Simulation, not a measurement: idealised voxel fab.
Documented hereafter: the process module known as voxel ribs on slabs.
Cross-section cut spans 255 nm and uses square cells 5 nm in size.
A cross-section in this document is a grid of square cells, and it is written down as bands, the top band listed before the ones below it; a band is made up of one or more rows of cells.
Read a band's entry like this: the first values are the height of its top and the height of its bottom in nm, and what follows is the sequence of materials from left to right, each with its width in nm. Note that "blank" is empty space, and that a single material marked "throughout" reaches across the band from edge to edge.
Heads up on the height convention: 0 is the point under which the incoming wafer is all one material, and the lowest band has no bottom, it just keeps going down, like "0 down".
A width given as "30..40" starts at the first number in the band's top row and ends at the second number in its bottom row, shifting by an equal amount at every step from row to row.
Step note "no modification" = no cross-section cell changed.
"Enclosed void entries": empty spaces of 8 cells or more with no open way to the top, each given as width x height at distance, distance from the left edge, all in nm.
On each step's line, the part that comes after the settings is the simulator's own comment on the step.
overlay nm: mask offset rightward from planned place, masked step; negative means leftward offset.
Below is the list of planned process steps:
1,RECEIVE: material Si
2,DIRECTIONAL_DEP: material SiO2, thk nm 30
3,DIRECTIONAL_DEP: material polySi, thk nm 15
4,MASKED_ETCH: tone cover, mask id RIB, width nm 20, etch materials polySi, depth nm 10, overlay nm 0
5,DIRECTIONAL_DEP: material aC, thk nm 10
6,PATTERN: tone cover, mask id SLAB, material resist, width nm 80, thk nm 25, overlay nm 0
7,DIRECTIONAL_ETCH: etch materials aC, depth nm 10
8,STRIP: etch materials resist
9,DIRECTIONAL_ETCH: etch materials polySi, depth nm 5
10,STRIP: etch materials aC
11,FILL_DEP: material SiO2, thk nm 20
12,CMP: height nm 60
13,DIRECTIONAL_DEP: material W, thk nm 10
14,DIRECTIONAL_DEP: material aC, thk nm 15
15,PATTERN: tone cover, mask id HEATER, material resist, width nm 30, thk nm 30, overlay nm 0
16,DIRECTIONAL_ETCH: etch materials aC, depth nm 15
17,STRIP: etch materials resist
18,DIRECTIONAL_ETCH: etch materials W, depth nm 10
19,STRIP: etch materials aC
20,CONFORMAL_DEP: material SiO2, thk nm 10
On the first of the two wafers: run conducted according to plan:
Wafer cross-section on receipt, i.e. after step 1:
0 down  Si throughout
Enclosed void entries: none
After step 2:
30 to 0  SiO2 throughout
Heights below 0 show no change.
After step 3:
45 to 30  polySi throughout
Heights below 30 show no change.
After step 4:
45 to 35  blank 115, then polySi 20, then blank 120
Heights below 35 show no change.
After step 5:
55 to 45  blank 115, then aC 20, then blank 120
45 to 35  aC 115, then polySi 20, then aC 120
Heights below 35 show no change.
After step 6:
80 to 55  blank 85, then resist 80, then blank 90
55 to 45  blank 85, then resist 30, then aC 20, then resist 30, then blank 90
Heights below 45 show no change.
After step 7:
70 to 55  blank 85, then resist 80, then blank 90
55 to 45  blank 85, then resist 30, then aC 20, then resist 30, then blank 90
45 to 35  blank 85, then aC 30, then polySi 20, then aC 30, then blank 90
Heights below 35 show no change.
After step 8:
55 to 45  blank 115, then aC 20, then blank 120
Heights below 45 show no change.
After step 9:
55 to 45  blank 115, then aC 20, then blank 120
45 to 35  blank 85, then aC 30, then polySi 20, then aC 30, then blank 90
35 to 30  blank 85, then polySi 80, then blank 90
Heights below 30 show no change.
After step 10:
45 to 35  blank 115, then polySi 20, then blank 120
Heights below 35 show no change.
After step 11:
65 to 45  SiO2 throughout
45 to 35  SiO2 115, then polySi 20, then SiO2 120
35 to 30  SiO2 85, then polySi 80, then SiO2 90
Heights below 30 show no change.
After step 12:
60 to 45  SiO2 throughout
Heights below 45 show no change.
After step 13:
70 to 60  W throughout
Heights below 60 show no change.
After step 14:
85 to 70  aC throughout
Heights below 70 show no change.
After step 15:
115 to 85  blank 110, then resist 30, then blank 115
Heights below 85 show no change.
After step 16:
100 to 85  blank 110, then resist 30, then blank 115
85 to 70  blank 110, then aC 30, then blank 115
Heights below 70 show no change.
After step 17:
85 to 70  blank 110, then aC 30, then blank 115
Heights below 70 show no change.
After step 18:
85 to 70  blank 110, then aC 30, then blank 115
70 to 60  blank 110, then W 30, then blank 115
Heights below 60 show no change.
After step 19:
70 to 60  blank 110, then W 30, then blank 115
Heights below 60 show no change.
After step 20:
80 to 70  blank 100, then SiO2 50, then blank 105
70 to 60  SiO2 110, then W 30, then SiO2 115
Heights below 60 show no change.
Second wafer, same starting conditions and recipe as the first, one mistake in executing it, nothing differs from the first up to and including step 18:
X-section, second wafer, when step 19 was due to finish:
0 down  Si throughout
X-section, second wafer, when step 20 was due to finish:
10 to 0  SiO2 throughout
Heights below 0 show no change.
Error vs. plan: step 19 was processed under conditions differing from the plan, specifically as STRIP: etch materials SiO2
Wrapping up, a cell-based count of both wafers puts the second over or under the first for these materials: -596 SiO2; -12 W; -24 polySi
